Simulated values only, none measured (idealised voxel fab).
process module | voxel tone inversion
cross-section cut | 220 nm wide | cells 5 nm
A cross-section is a grid of square cells, given in bands from the top down. A band is one or more rows of cells.
Each band's line starts with the height of the band's top and of its bottom, in nm. Then come its materials from left to right, each with its width in nm. One material with "throughout" fills the band from edge to edge. "air" is empty space.
Height 0 is the level under which the wafer as received is all one material. The lowest band goes on downwards, as in "0 down".
A width such as "30 to 40" changes by the same amount from each row of cells to the next, from the band's top row to its bottom row.
"no change" after a step means that no cell of the cross-section changed.
closed voids: empty space of 8 cells or more with no open way to the top, each as width x height at its distance from the left edge, in nm
after a step's settings: what the simulator itself notes on the step
overlay nm, on a step with a mask: how far to the right of its planned place the mask lay; to the left if negative
plan
1 op RECEIVE | material Si
2 op CONFORMAL_DEP | material SiCN | thk nm 10
3 op DIRECTIONAL_DEP | material aC | thk nm 15
4 op PATTERN | tone cover | mask id POSTS | material resist | width nm 25 | pitch nm 55 | thk nm 25 | overlay nm 0
5 op DIRECTIONAL_ETCH | etch materials aC | depth nm 15
6 op STRIP | etch materials resist
7 op FILL_DEP | material lowk | thk nm 5
8 op CMP | height nm 25
9 op STRIP | etch materials aC
10 op CONFORMAL_DEP | material TiN | thk nm 5
11 op FILL_DEP | material Ru | thk nm 10
12 op CMP | height nm 25
13 op CONFORMAL_DEP | material SiN | thk nm 5
as received, after step 1
  0 down: Si throughout
  closed voids: none
a wafer at the end: this start, this plan, one mistake
  30 to 25: SiN throughout
  25 to 15: lowk 45 | TiN 5 | Ru 10 | TiN 5 | lowk 35 | TiN 5 | Ru 10 | TiN 5 | lowk 35 | TiN 5 | Ru 10 | TiN 5 | lowk 45
  15 to 10: lowk 45 | TiN 20 | lowk 35 | TiN 20 | lowk 35 | TiN 20 | lowk 45
  10 to 0: SiCN throughout
  0 down: Si throughout
  closed voids: none
what went wrong: step 4 ran as: op PATTERN | tone cover | mask id POSTS | material resist | width nm 20 | pitch nm 55 | thk nm 25 | overlay nm 0
